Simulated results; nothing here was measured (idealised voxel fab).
process module | voxel transistor to metal
cross-section cut | 200 nm wide | cells 5 nm
A cross-section is a grid of square cells, given in bands from the top down. A band is one or more rows of cells.
Each band's line starts with the height of the band's top and of its bottom, in nm. Then come its materials from left to right, each with its width in nm. One material with "throughout" fills the band from edge to edge. "air" is empty space.
Height 0 is the level under which the wafer as received is all one material. The lowest band goes on downwards, as in "0 down".
A width such as "30 to 40" changes by the same amount from each row of cells to the next, from the band's top row to its bottom row.
"no change" after a step means that no cell of the cross-section changed.
closed voids: empty space of 8 cells or more with no open way to the top, each as width x height at its distance from the left edge, in nm
after a step's settings: what the simulator itself notes on the step
overlay nm, on a step with a mask: how far to the right of its planned place the mask lay; to the left if negative
plan
1 op RECEIVE | material Si
2 op CONFORMAL_DEP | material SiO2 | thk nm 5
3 op CONFORMAL_DEP | material SiN | thk nm 15
4 op MASKED_ETCH | tone cover | mask id ACTIVE | width nm 115 | etch materials SiN | depth nm 15 | overlay nm 0
5 op MASKED_ETCH | tone cover | mask id ACTIVE | width nm 115 | etch materials SiO2 | depth nm 5 | overlay nm 0
6 op MASKED_ETCH | tone cover | mask id ACTIVE | width nm 115 | etch materials Si | depth nm 20 | overlay nm 0
7 op FILL_DEP | material SiO2 | thk nm 15
8 op CMP | height nm 20
9 op SELECTIVE_ETCH | etch materials SiO2 | depth nm 10
10 op STRIP | etch materials SiN
11 op SELECTIVE_ETCH | etch materials SiO2 | depth nm 5
12 op OXIDIZE | depth nm 5
13 op DIRECTIONAL_DEP | material polySi | thk nm 25
14 op DIRECTIONAL_DEP | material SiCN | thk nm 10
15 op MASKED_ETCH | tone cover | mask id GATE | width nm 25 | etch materials SiCN | depth nm 20 | overlay nm 0
16 op MASKED_ETCH | tone cover | mask id GATE | width nm 25 | etch materials polySi | depth nm 35 | overlay nm 0
17 op CONFORMAL_DEP | material SiN | thk nm 10
18 op DIRECTIONAL_ETCH | etch materials SiN | depth nm 10
19 op DIRECTIONAL_ETCH | etch materials SiO2 | depth nm 5
20 op EPI | material SiGe | thk nm 5
21 op FILL_DEP | material SiO2 | thk nm 5
22 op CMP | height nm 35
23 op DIRECTIONAL_DEP | material SiO2 | thk nm 10
24 op PATTERN | tone open | mask id CONTACT | material resist | width nm 20 | pitch nm 85 | thk nm 15 | overlay nm 0
25 op DIRECTIONAL_ETCH | etch materials SiO2 | depth nm 45
26 op STRIP | etch materials resist
27 op CONFORMAL_DEP | material TiN | thk nm 5
28 op FILL_DEP | material W | thk nm 10
29 op CMP | height nm 45
30 op DIRECTIONAL_DEP | material TiN | thk nm 5
31 op DIRECTIONAL_DEP | material Ru | thk nm 20
32 op DIRECTIONAL_DEP | material aC | thk nm 10
33 op PATTERN | tone cover | mask id METAL_1 | material resist | width nm 20 | pitch nm 85 | thk nm 25 | overlay nm 0
34 op DIRECTIONAL_ETCH | etch materials aC | depth nm 10
35 op STRIP | etch materials resist
36 op DIRECTIONAL_ETCH | etch materials Ru | depth nm 20
37 op DIRECTIONAL_ETCH | etch materials TiN | depth nm 5
38 op STRIP | etch materials aC
39 op CONFORMAL_DEP | material SiN | thk nm 5
40 op FILL_DEP | material SiO2 | thk nm 5
41 op CMP | height nm 70
42 op CONFORMAL_DEP | material SiCN | thk nm 5
first wafer, as planned
as received, after step 1
  0 down: Si throughout
  closed voids: none
after step 2
  5 to 0: SiO2 throughout
  below 0: unchanged
after step 3
  20 to 5: SiN throughout
  below 5: unchanged
after step 4
  20 to 5: air 40 | SiN 115 | air 45
  below 5: unchanged
after step 5
  20 to 5: air 40 | SiN 115 | air 45
  5 to 0: air 40 | SiO2 115 | air 45
  below 0: unchanged
after step 6
  20 to 5: air 40 | SiN 115 | air 45
  5 to 0: air 40 | SiO2 115 | air 45
  0 to -20: air 40 | Si 115 | air 45
  below -20: unchanged
after step 7
  35 to 20: SiO2 throughout
  20 to 5: SiO2 40 | SiN 115 | SiO2 45
  5 to 0: SiO2 throughout
  0 to -20: SiO2 40 | Si 115 | SiO2 45
  below -20: unchanged
after step 8
  20 to 5: SiO2 40 | SiN 115 | SiO2 45
  below 5: unchanged
after step 9
  20 to 10: air 40 | SiN 115 | air 45
  below 10: unchanged
after step 10
  10 to 5: SiO2 40 | air 115 | SiO2 45
  below 5: unchanged
after step 11
  5 to 0: SiO2 35 | air 125 | SiO2 40
  below 0: unchanged
after step 12
  5 to 0: SiO2 35 | air 125 | SiO2 40
  0 to -5: SiO2 throughout
  below -5: unchanged
after step 13
  30 to 25: polySi 35 | air 125 | polySi 40
  25 to 5: polySi throughout
  5 to 0: SiO2 35 | polySi 125 | SiO2 40
  below 0: unchanged
after step 14
  40 to 35: SiCN 35 | air 125 | SiCN 40
  35 to 30: SiCN throughout
  30 to 25: polySi 35 | SiCN 125 | polySi 40
  below 25: unchanged
after step 15
  35 to 30: air 85 | SiCN 25 | air 90
  30 to 25: polySi 35 | air 50 | SiCN 25 | air 50 | polySi 40
  below 25: unchanged
after step 16
  35 to 25: air 85 | SiCN 25 | air 90
  25 to 5: air 85 | polySi 25 | air 90
  5 to 0: SiO2 35 | air 50 | polySi 25 | air 50 | SiO2 40
  below 0: unchanged
after step 17
  45 to 35: air 75 | SiN 45 | air 80
  35 to 25: air 75 | SiN 10 | SiCN 25 | SiN 10 | air 80
  25 to 15: air 75 | SiN 10 | polySi 25 | SiN 10 | air 80
  15 to 10: SiN 45 | air 30 | SiN 10 | polySi 25 | SiN 10 | air 30 | SiN 50
  10 to 5: SiN 85 | polySi 25 | SiN 90
  5 to 0: SiO2 35 | SiN 50 | polySi 25 | SiN 50 | SiO2 40
  below 0: unchanged
after step 18
  35 to 25: air 75 | SiN 10 | SiCN 25 | SiN 10 | air 80
  25 to 5: air 75 | SiN 10 | polySi 25 | SiN 10 | air 80
  5 to 0: SiO2 35 | SiN 10 | air 30 | SiN 10 | polySi 25 | SiN 10 | air 30 | SiN 10 | SiO2 40
  below 0: unchanged
after step 19
  35 to 25: air 75 | SiN 10 | SiCN 25 | SiN 10 | air 80
  25 to 5: air 75 | SiN 10 | polySi 25 | SiN 10 | air 80
  5 to 0: air 35 | SiN 10 | air 30 | SiN 10 | polySi 25 | SiN 10 | air 30 | SiN 10 | air 40
  0 to -5: SiO2 45 | air 30 | SiO2 45 | air 30 | SiO2 50
  below -5: unchanged
after step 20
  35 to 25: air 75 | SiN 10 | SiCN 25 | SiN 10 | air 80
  25 to 5: air 75 | SiN 10 | polySi 25 | SiN 10 | air 80
  5 to 0: air 35 | SiN 10 | air 30 | SiN 10 | polySi 25 | SiN 10 | air 30 | SiN 10 | air 40
  0 to -5: SiO2 45 | SiGe 30 | SiO2 45 | SiGe 30 | SiO2 50
  below -5: unchanged
after step 21
  40 to 35: SiO2 throughout
  35 to 25: SiO2 75 | SiN 10 | SiCN 25 | SiN 10 | SiO2 80
  25 to 5: SiO2 75 | SiN 10 | polySi 25 | SiN 10 | SiO2 80
  5 to 0: SiO2 35 | SiN 10 | SiO2 30 | SiN 10 | polySi 25 | SiN 10 | SiO2 30 | SiN 10 | SiO2 40
  below 0: unchanged
after step 22
  35 to 25: SiO2 75 | SiN 10 | SiCN 25 | SiN 10 | SiO2 80
  below 25: unchanged
after step 23
  45 to 35: SiO2 throughout
  below 35: unchanged
after step 24
  60 to 45: resist 45 | air 20 | resist 65 | air 20 | resist 50
  below 45: unchanged
after step 25
  60 to 45: resist 45 | air 20 | resist 65 | air 20 | resist 50
  45 to 35: SiO2 45 | air 20 | SiO2 65 | air 20 | SiO2 50
  35 to 25: SiO2 45 | air 20 | SiO2 10 | SiN 10 | SiCN 25 | SiN 10 | SiO2 10 | air 20 | SiO2 50
  25 to 5: SiO2 45 | air 20 | SiO2 10 | SiN 10 | polySi 25 | SiN 10 | SiO2 10 | air 20 | SiO2 50
  5 to 0: SiO2 35 | SiN 10 | air 20 | SiO2 10 | SiN 10 | polySi 25 | SiN 10 | SiO2 10 | air 20 | SiN 10 | SiO2 40
  below 0: unchanged
after step 26
  45 to 35: SiO2 45 | air 20 | SiO2 65 | air 20 | SiO2 50
  below 35: unchanged
after step 27
  50 to 45: TiN 50 | air 10 | TiN 75 | air 10 | TiN 55
  45 to 35: SiO2 45 | TiN 5 | air 10 | TiN 5 | SiO2 65 | TiN 5 | air 10 | TiN 5 | SiO2 50
  35 to 25: SiO2 45 | TiN 5 | air 10 | TiN 5 | SiO2 10 | SiN 10 | SiCN 25 | SiN 10 | SiO2 10 | TiN 5 | air 10 | TiN 5 | SiO2 50
  25 to 5: SiO2 45 | TiN 5 | air 10 | TiN 5 | SiO2 10 | SiN 10 | polySi 25 | SiN 10 | SiO2 10 | TiN 5 | air 10 | TiN 5 | SiO2 50
  5 to 0: SiO2 35 | SiN 10 | TiN 20 | SiO2 10 | SiN 10 | polySi 25 | SiN 10 | SiO2 10 | TiN 20 | SiN 10 | SiO2 40
  below 0: unchanged
after step 28
  60 to 50: W throughout
  50 to 45: TiN 50 | W 10 | TiN 75 | W 10 | TiN 55
  45 to 35: SiO2 45 | TiN 5 | W 10 | TiN 5 | SiO2 65 | TiN 5 | W 10 | TiN 5 | SiO2 50
  35 to 25: SiO2 45 | TiN 5 | W 10 | TiN 5 | SiO2 10 | SiN 10 | SiCN 25 | SiN 10 | SiO2 10 | TiN 5 | W 10 | TiN 5 | SiO2 50
  25 to 5: SiO2 45 | TiN 5 | W 10 | TiN 5 | SiO2 10 | SiN 10 | polySi 25 | SiN 10 | SiO2 10 | TiN 5 | W 10 | TiN 5 | SiO2 50
  below 5: unchanged
after step 29
  45 to 35: SiO2 45 | TiN 5 | W 10 | TiN 5 | SiO2 65 | TiN 5 | W 10 | TiN 5 | SiO2 50
  below 35: unchanged
after step 30
  50 to 45: TiN throughout
  below 45: unchanged
after step 31
  70 to 50: Ru throughout
  below 50: unchanged
after step 32
  80 to 70: aC throughout
  below 70: unchanged
after step 33
  105 to 80: air 45 | resist 20 | air 65 | resist 20 | air 50
  below 80: unchanged
after step 34
  95 to 80: air 45 | resist 20 | air 65 | resist 20 | air 50
  80 to 70: air 45 | aC 20 | air 65 | aC 20 | air 50
  below 70: unchanged
after step 35
  80 to 70: air 45 | aC 20 | air 65 | aC 20 | air 50
  below 70: unchanged
after step 36
  80 to 70: air 45 | aC 20 | air 65 | aC 20 | air 50
  70 to 50: air 45 | Ru 20 | air 65 | Ru 20 | air 50
  below 50: unchanged
after step 37
  80 to 70: air 45 | aC 20 | air 65 | aC 20 | air 50
  70 to 50: air 45 | Ru 20 | air 65 | Ru 20 | air 50
  50 to 45: air 45 | TiN 20 | air 65 | TiN 20 | air 50
  below 45: unchanged
after step 38
  70 to 50: air 45 | Ru 20 | air 65 | Ru 20 | air 50
  below 50: unchanged
after step 39
  75 to 70: air 40 | SiN 30 | air 55 | SiN 30 | air 45
  70 to 50: air 40 | SiN 5 | Ru 20 | SiN 5 | air 55 | SiN 5 | Ru 20 | SiN 5 | air 45
  50 to 45: SiN 45 | TiN 20 | SiN 65 | TiN 20 | SiN 50
  below 45: unchanged
after step 40
  80 to 75: SiO2 throughout
  75 to 70: SiO2 40 | SiN 30 | SiO2 55 | SiN 30 | SiO2 45
  70 to 50: SiO2 40 | SiN 5 | Ru 20 | SiN 5 | SiO2 55 | SiN 5 | Ru 20 | SiN 5 | SiO2 45
  below 50: unchanged
after step 41
  70 to 50: SiO2 40 | SiN 5 | Ru 20 | SiN 5 | SiO2 55 | SiN 5 | Ru 20 | SiN 5 | SiO2 45
  below 50: unchanged
after step 42
  75 to 70: SiCN throughout
  below 70: unchanged
second wafer: like start, like plan, one mistake. Through step 5 it matches the first wafer
when step 6 should have ended
  20 to 5: air 40 | SiN 115 | air 45
  5 to 0: air 40 | SiO2 115 | air 45
  0 to -40: air 40 | Si 115 | air 45
  below -40: unchanged
when step 7 should have ended
  35 to 20: SiO2 throughout
  20 to 5: SiO2 40 | SiN 115 | SiO2 45
  5 to 0: SiO2 throughout
  0 to -40: SiO2 40 | Si 115 | SiO2 45
  below -40: unchanged
when step 8 should have ended
  20 to 5: SiO2 40 | SiN 115 | SiO2 45
  below 5: unchanged
when step 9 should have ended
  20 to 10: air 40 | SiN 115 | air 45
  below 10: unchanged
when step 10 should have ended
  10 to 5: SiO2 40 | air 115 | SiO2 45
  below 5: unchanged
when step 11 should have ended
  5 to 0: SiO2 35 | air 125 | SiO2 40
  below 0: unchanged
when step 12 should have ended
  5 to 0: SiO2 35 | air 125 | SiO2 40
  0 to -5: SiO2 throughout
  below -5: unchanged
when step 13 should have ended
  30 to 25: polySi 35 | air 125 | polySi 40
  25 to 5: polySi throughout
  5 to 0: SiO2 35 | polySi 125 | SiO2 40
  below 0: unchanged
when step 14 should have ended
  40 to 35: SiCN 35 | air 125 | SiCN 40
  35 to 30: SiCN throughout
  30 to 25: polySi 35 | SiCN 125 | polySi 40
  below 25: unchanged
when step 15 should have ended
  35 to 30: air 85 | SiCN 25 | air 90
  30 to 25: polySi 35 | air 50 | SiCN 25 | air 50 | polySi 40
  below 25: unchanged
when step 16 should have ended
  35 to 25: air 85 | SiCN 25 | air 90
  25 to 5: air 85 | polySi 25 | air 90
  5 to 0: SiO2 35 | air 50 | polySi 25 | air 50 | SiO2 40
  below 0: unchanged
when step 17 should have ended
  45 to 35: air 75 | SiN 45 | air 80
  35 to 25: air 75 | SiN 10 | SiCN 25 | SiN 10 | air 80
  25 to 15: air 75 | SiN 10 | polySi 25 | SiN 10 | air 80
  15 to 10: SiN 45 | air 30 | SiN 10 | polySi 25 | SiN 10 | air 30 | SiN 50
  10 to 5: SiN 85 | polySi 25 | SiN 90
  5 to 0: SiO2 35 | SiN 50 | polySi 25 | SiN 50 | SiO2 40
  below 0: unchanged
when step 18 should have ended
  35 to 25: air 75 | SiN 10 | SiCN 25 | SiN 10 | air 80
  25 to 5: air 75 | SiN 10 | polySi 25 | SiN 10 | air 80
  5 to 0: SiO2 35 | SiN 10 | air 30 | SiN 10 | polySi 25 | SiN 10 | air 30 | SiN 10 | SiO2 40
  below 0: unchanged
when step 19 should have ended
  35 to 25: air 75 | SiN 10 | SiCN 25 | SiN 10 | air 80
  25 to 5: air 75 | SiN 10 | polySi 25 | SiN 10 | air 80
  5 to 0: air 35 | SiN 10 | air 30 | SiN 10 | polySi 25 | SiN 10 | air 30 | SiN 10 | air 40
  0 to -5: SiO2 45 | air 30 | SiO2 45 | air 30 | SiO2 50
  below -5: unchanged
when step 20 should have ended
  35 to 25: air 75 | SiN 10 | SiCN 25 | SiN 10 | air 80
  25 to 5: air 75 | SiN 10 | polySi 25 | SiN 10 | air 80
  5 to 0: air 35 | SiN 10 | air 30 | SiN 10 | polySi 25 | SiN 10 | air 30 | SiN 10 | air 40
  0 to -5: SiO2 45 | SiGe 30 | SiO2 45 | SiGe 30 | SiO2 50
  below -5: unchanged
when step 21 should have ended
  40 to 35: SiO2 throughout
  35 to 25: SiO2 75 | SiN 10 | SiCN 25 | SiN 10 | SiO2 80
  25 to 5: SiO2 75 | SiN 10 | polySi 25 | SiN 10 | SiO2 80
  5 to 0: SiO2 35 | SiN 10 | SiO2 30 | SiN 10 | polySi 25 | SiN 10 | SiO2 30 | SiN 10 | SiO2 40
  below 0: unchanged
when step 22 should have ended
  35 to 25: SiO2 75 | SiN 10 | SiCN 25 | SiN 10 | SiO2 80
  below 25: unchanged
when step 23 should have ended
  45 to 35: SiO2 throughout
  below 35: unchanged
when step 24 should have ended
  60 to 45: resist 45 | air 20 | resist 65 | air 20 | resist 50
  below 45: unchanged
when step 25 should have ended
  60 to 45: resist 45 | air 20 | resist 65 | air 20 | resist 50
  45 to 35: SiO2 45 | air 20 | SiO2 65 | air 20 | SiO2 50
  35 to 25: SiO2 45 | air 20 | SiO2 10 | SiN 10 | SiCN 25 | SiN 10 | SiO2 10 | air 20 | SiO2 50
  25 to 5: SiO2 45 | air 20 | SiO2 10 | SiN 10 | polySi 25 | SiN 10 | SiO2 10 | air 20 | SiO2 50
  5 to 0: SiO2 35 | SiN 10 | air 20 | SiO2 10 | SiN 10 | polySi 25 | SiN 10 | SiO2 10 | air 20 | SiN 10 | SiO2 40
  below 0: unchanged
when step 26 should have ended
  45 to 35: SiO2 45 | air 20 | SiO2 65 | air 20 | SiO2 50
  below 35: unchanged
when step 27 should have ended
  50 to 45: TiN 50 | air 10 | TiN 75 | air 10 | TiN 55
  45 to 35: SiO2 45 | TiN 5 | air 10 | TiN 5 | SiO2 65 | TiN 5 | air 10 | TiN 5 | SiO2 50
  35 to 25: SiO2 45 | TiN 5 | air 10 | TiN 5 | SiO2 10 | SiN 10 | SiCN 25 | SiN 10 | SiO2 10 | TiN 5 | air 10 | TiN 5 | SiO2 50
  25 to 5: SiO2 45 | TiN 5 | air 10 | TiN 5 | SiO2 10 | SiN 10 | polySi 25 | SiN 10 | SiO2 10 | TiN 5 | air 10 | TiN 5 | SiO2 50
  5 to 0: SiO2 35 | SiN 10 | TiN 20 | SiO2 10 | SiN 10 | polySi 25 | SiN 10 | SiO2 10 | TiN 20 | SiN 10 | SiO2 40
  below 0: unchanged
when step 28 should have ended
  60 to 50: W throughout
  50 to 45: TiN 50 | W 10 | TiN 75 | W 10 | TiN 55
  45 to 35: SiO2 45 | TiN 5 | W 10 | TiN 5 | SiO2 65 | TiN 5 | W 10 | TiN 5 | SiO2 50
  35 to 25: SiO2 45 | TiN 5 | W 10 | TiN 5 | SiO2 10 | SiN 10 | SiCN 25 | SiN 10 | SiO2 10 | TiN 5 | W 10 | TiN 5 | SiO2 50
  25 to 5: SiO2 45 | TiN 5 | W 10 | TiN 5 | SiO2 10 | SiN 10 | polySi 25 | SiN 10 | SiO2 10 | TiN 5 | W 10 | TiN 5 | SiO2 50
  below 5: unchanged
when step 29 should have ended
  45 to 35: SiO2 45 | TiN 5 | W 10 | TiN 5 | SiO2 65 | TiN 5 | W 10 | TiN 5 | SiO2 50
  below 35: unchanged
when step 30 should have ended
  50 to 45: TiN throughout
  below 45: unchanged
when step 31 should have ended
  70 to 50: Ru throughout
  below 50: unchanged
when step 32 should have ended
  80 to 70: aC throughout
  below 70: unchanged
when step 33 should have ended
  105 to 80: air 45 | resist 20 | air 65 | resist 20 | air 50
  below 80: unchanged
when step 34 should have ended
  95 to 80: air 45 | resist 20 | air 65 | resist 20 | air 50
  80 to 70: air 45 | aC 20 | air 65 | aC 20 | air 50
  below 70: unchanged
when step 35 should have ended
  80 to 70: air 45 | aC 20 | air 65 | aC 20 | air 50
  below 70: unchanged
when step 36 should have ended
  80 to 70: air 45 | aC 20 | air 65 | aC 20 | air 50
  70 to 50: air 45 | Ru 20 | air 65 | Ru 20 | air 50
  below 50: unchanged
when step 37 should have ended
  80 to 70: air 45 | aC 20 | air 65 | aC 20 | air 50
  70 to 50: air 45 | Ru 20 | air 65 | Ru 20 | air 50
  50 to 45: air 45 | TiN 20 | air 65 | TiN 20 | air 50
  below 45: unchanged
when step 38 should have ended
  70 to 50: air 45 | Ru 20 | air 65 | Ru 20 | air 50
  below 50: unchanged
when step 39 should have ended
  75 to 70: air 40 | SiN 30 | air 55 | SiN 30 | air 45
  70 to 50: air 40 | SiN 5 | Ru 20 | SiN 5 | air 55 | SiN 5 | Ru 20 | SiN 5 | air 45
  50 to 45: SiN 45 | TiN 20 | SiN 65 | TiN 20 | SiN 50
  below 45: unchanged
when step 40 should have ended
  80 to 75: SiO2 throughout
  75 to 70: SiO2 40 | SiN 30 | SiO2 55 | SiN 30 | SiO2 45
  70 to 50: SiO2 40 | SiN 5 | Ru 20 | SiN 5 | SiO2 55 | SiN 5 | Ru 20 | SiN 5 | SiO2 45
  below 50: unchanged
when step 41 should have ended
  70 to 50: SiO2 40 | SiN 5 | Ru 20 | SiN 5 | SiO2 55 | SiN 5 | Ru 20 | SiN 5 | SiO2 45
  below 50: unchanged
when step 42 should have ended
  75 to 70: SiCN throughout
  below 70: unchanged
what went wrong: step 6 was run twice
at the end the second wafer has, in cells: 68 fewer of Si | 68 more of SiO2
